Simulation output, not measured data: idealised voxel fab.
process module | voxel self aligned contacts
cross-section cut | 200 nm wide | cells 5 nm
A cross-section is a grid of square cells, given in bands from the top down. A band is one or more rows of cells.
Each band's line starts with the height of the band's top and of its bottom, in nm. Then come its materials from left to right, each with its width in nm. One material with "throughout" fills the band from edge to edge. "air" is empty space.
Height 0 is the level under which the wafer as received is all one material. The lowest band goes on downwards, as in "0 down".
A width such as "30 to 40" changes by the same amount from each row of cells to the next, from the band's top row to its bottom row.
"no change" after a step means that no cell of the cross-section changed.
closed voids: empty space of 8 cells or more with no open way to the top, each as width x height at its distance from the left edge, in nm
after a step's settings: what the simulator itself notes on the step
overlay nm, on a step with a mask: how far to the right of its planned place the mask lay; to the left if negative
plan
1 op RECEIVE | material Si
2 op OXIDIZE | depth nm 5
3 op DIRECTIONAL_DEP | material polySi | thk nm 30
4 op DIRECTIONAL_DEP | material SiN | thk nm 15
5 op MASKED_ETCH | tone cover | mask id GATE | width nm 35 | pitch nm 60 | etch materials SiN | depth nm 15 | overlay nm 0
6 op MASKED_ETCH | tone cover | mask id GATE | width nm 35 | pitch nm 60 | etch materials polySi | depth nm 30 | overlay nm 0
7 op CONFORMAL_DEP | material SiN | thk nm 5
8 op DIRECTIONAL_ETCH | etch materials SiN | depth nm 5
9 op FILL_DEP | material SiO2 | thk nm 20
10 op CMP | height nm 55
11 op MASKED_ETCH | tone open | mask id CONTACT | width nm 35 | pitch nm 60 | etch materials SiO2 | depth nm 60 | overlay nm 0
12 op CONFORMAL_DEP | material TiN | thk nm 5
13 op FILL_DEP | material W | thk nm 10
14 op CMP | height nm 55
15 op CONFORMAL_DEP | material SiN | thk nm 5
as received, after step 1
  0 down: Si throughout
  closed voids: none
first wafer at the end, as planned
  60 to 55: SiN throughout
  55 to 45: SiO2 50 | TiN 5 to 15 | W 25 to 5 | TiN 5 to 15 | SiO2 25 | TiN 5 to 15 | W 25 to 5 | TiN 5 to 15 | SiO2 55
  45 to 30: SiO2 15 | SiN 45 | TiN 5 | W 5 | TiN 5 | SiN 45 | TiN 5 | W 5 | TiN 5 | SiN 45 | SiO2 20
  30 to 0: SiO2 15 | SiN 5 | polySi 35 | SiN 5 | TiN 5 | W 5 | TiN 5 | SiN 5 | polySi 35 | SiN 5 | TiN 5 | W 5 | TiN 5 | SiN 5 | polySi 35 | SiN 5 | SiO2 20
  0 to -5: SiO2 60 | TiN 15 | SiO2 45 | TiN 15 | SiO2 65
  -5 down: Si throughout
  closed voids: none
second wafer at the end: like start, like plan, one mistake
  60 to 55: SiN throughout
  55 to 45: SiO2 50 | TiN 5 to 15 | W 25 to 5 | TiN 5 to 15 | SiO2 25 | TiN 5 to 15 | W 25 to 5 | TiN 5 to 15 | SiO2 55
  45 to 30: SiO2 15 | SiN 45 | TiN 5 | W 5 | TiN 5 | SiN 45 | TiN 5 | W 5 | TiN 5 | SiN 45 | SiO2 20
  30 to 10: SiO2 15 | SiN 5 | polySi 35 | SiN 5 | TiN 5 | W 5 | TiN 5 | SiN 5 | polySi 35 | SiN 5 | TiN 5 | W 5 | TiN 5 | SiN 5 | polySi 35 | SiN 5 | SiO2 20
  10 to 5: SiO2 15 | SiN 5 | polySi 35 | SiN 5 | TiN 15 | SiN 5 | polySi 35 | SiN 5 | TiN 15 | SiN 5 | polySi 35 | SiN 5 | SiO2 20
  5 to 0: SiN 20 | polySi 35 | SiN 25 | polySi 35 | SiN 25 | polySi 35 | SiN 25
  0 to -5: SiO2 throughout
  -5 down: Si throughout
  closed voids: none
what went wrong: steps 7 and 8 were swapped
at the end the second wafer has, in cells: 13 more of SiN | 1 fewer of SiO2 | 8 fewer of TiN | 4 fewer of W
